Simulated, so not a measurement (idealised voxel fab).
process module | voxel fin reveal
cross-section cut | 250 nm wide | cells 5 nm
A cross-section is a grid of square cells, given in bands from the top down. A band is one or more rows of cells.
Each band's line starts with the height of the band's top and of its bottom, in nm. Then come its materials from left to right, each with its width in nm. One material with "throughout" fills the band from edge to edge. "air" is empty space.
Height 0 is the level under which the wafer as received is all one material. The lowest band goes on downwards, as in "0 down".
A width such as "30 to 40" changes by the same amount from each row of cells to the next, from the band's top row to its bottom row.
"no change" after a step means that no cell of the cross-section changed.
closed voids: empty space of 8 cells or more with no open way to the top, each as width x height at its distance from the left edge, in nm
after a step's settings: what the simulator itself notes on the step
overlay nm, on a step with a mask: how far to the right of its planned place the mask lay; to the left if negative
plan
1 op RECEIVE | material Si
2 op CONFORMAL_DEP | material SiN | thk nm 10
3 op DIRECTIONAL_DEP | material aC | thk nm 10
4 op PATTERN | tone cover | mask id FINS | material resist | width nm 15 | pitch nm 40 | thk nm 30 | overlay nm 0
5 op DIRECTIONAL_ETCH | etch materials aC | depth nm 10
6 op STRIP | etch materials resist
7 op DIRECTIONAL_ETCH | etch materials SiN | depth nm 10
8 op DIRECTIONAL_ETCH | etch materials Si | depth nm 40
9 op STRIP | etch materials aC
10 op FILL_DEP | material SiO2 | thk nm 10
11 op CMP | height nm 10
12 op SELECTIVE_ETCH | etch materials SiO2 | depth nm 30
13 op STRIP | etch materials SiN
first wafer, as planned
as received, after step 1
  0 down: Si throughout
  closed voids: none
after step 2
  10 to 0: SiN throughout
  below 0: unchanged
after step 3
  20 to 10: aC throughout
  below 10: unchanged
after step 4
  50 to 20: air 75 | resist 15 | air 25 | resist 15 | air 25 | resist 15 | air 80
  below 20: unchanged
after step 5
  40 to 20: air 75 | resist 15 | air 25 | resist 15 | air 25 | resist 15 | air 80
  20 to 10: air 75 | aC 15 | air 25 | aC 15 | air 25 | aC 15 | air 80
  below 10: unchanged
after step 6
  20 to 10: air 75 | aC 15 | air 25 | aC 15 | air 25 | aC 15 | air 80
  below 10: unchanged
after step 7
  20 to 10: air 75 | aC 15 | air 25 | aC 15 | air 25 | aC 15 | air 80
  10 to 0: air 75 | SiN 15 | air 25 | SiN 15 | air 25 | SiN 15 | air 80
  below 0: unchanged
after step 8
  20 to 10: air 75 | aC 15 | air 25 | aC 15 | air 25 | aC 15 | air 80
  10 to 0: air 75 | SiN 15 | air 25 | SiN 15 | air 25 | SiN 15 | air 80
  0 to -40: air 75 | Si 15 | air 25 | Si 15 | air 25 | Si 15 | air 80
  below -40: unchanged
after step 9
  10 to 0: air 75 | SiN 15 | air 25 | SiN 15 | air 25 | SiN 15 | air 80
  below 0: unchanged
after step 10
  20 to 10: SiO2 throughout
  10 to 0: SiO2 75 | SiN 15 | SiO2 25 | SiN 15 | SiO2 25 | SiN 15 | SiO2 80
  0 to -40: SiO2 75 | Si 15 | SiO2 25 | Si 15 | SiO2 25 | Si 15 | SiO2 80
  below -40: unchanged
after step 11
  10 to 0: SiO2 75 | SiN 15 | SiO2 25 | SiN 15 | SiO2 25 | SiN 15 | SiO2 80
  below 0: unchanged
after step 12
  10 to 0: air 75 | SiN 15 | air 25 | SiN 15 | air 25 | SiN 15 | air 80
  0 to -20: air 75 | Si 15 | air 25 | Si 15 | air 25 | Si 15 | air 80
  below -20: unchanged
after step 13
  0 to -20: air 75 | Si 15 | air 25 | Si 15 | air 25 | Si 15 | air 80
  below -20: unchanged
second wafer: like start, like plan, one mistake. Through step 3 it matches the first wafer
when step 4 should have ended
  50 to 20: resist 75 | air 15 | resist 25 | air 15 | resist 25 | air 15 | resist 80
  below 20: unchanged
when step 5 should have ended
  40 to 20: resist 75 | air 15 | resist 25 | air 15 | resist 25 | air 15 | resist 80
  20 to 10: aC 75 | air 15 | aC 25 | air 15 | aC 25 | air 15 | aC 80
  below 10: unchanged
when step 6 should have ended
  20 to 10: aC 75 | air 15 | aC 25 | air 15 | aC 25 | air 15 | aC 80
  below 10: unchanged
when step 7 should have ended
  20 to 10: aC 75 | air 15 | aC 25 | air 15 | aC 25 | air 15 | aC 80
  10 to 0: SiN 75 | air 15 | SiN 25 | air 15 | SiN 25 | air 15 | SiN 80
  below 0: unchanged
when step 8 should have ended
  20 to 10: aC 75 | air 15 | aC 25 | air 15 | aC 25 | air 15 | aC 80
  10 to 0: SiN 75 | air 15 | SiN 25 | air 15 | SiN 25 | air 15 | SiN 80
  0 to -40: Si 75 | air 15 | Si 25 | air 15 | Si 25 | air 15 | Si 80
  below -40: unchanged
when step 9 should have ended
  10 to 0: SiN 75 | air 15 | SiN 25 | air 15 | SiN 25 | air 15 | SiN 80
  below 0: unchanged
when step 10 should have ended
  20 to 10: SiO2 throughout
  10 to 0: SiN 75 | SiO2 15 | SiN 25 | SiO2 15 | SiN 25 | SiO2 15 | SiN 80
  0 to -40: Si 75 | SiO2 15 | Si 25 | SiO2 15 | Si 25 | SiO2 15 | Si 80
  below -40: unchanged
when step 11 should have ended
  10 to 0: SiN 75 | SiO2 15 | SiN 25 | SiO2 15 | SiN 25 | SiO2 15 | SiN 80
  below 0: unchanged
when step 12 should have ended
  10 to 0: SiN 75 | air 15 | SiN 25 | air 15 | SiN 25 | air 15 | SiN 80
  0 to -20: Si 75 | air 15 | Si 25 | air 15 | Si 25 | air 15 | Si 80
  below -20: unchanged
when step 13 should have ended
  0 to -20: Si 75 | air 15 | Si 25 | air 15 | Si 25 | air 15 | Si 80
  below -20: unchanged
what went wrong: step 4 ran as: op PATTERN | tone open | mask id FINS | material resist | width nm 15 | pitch nm 40 | thk nm 30 | overlay nm 0
at the end the second wafer has, in cells: 256 more of Si | 128 fewer of SiO2
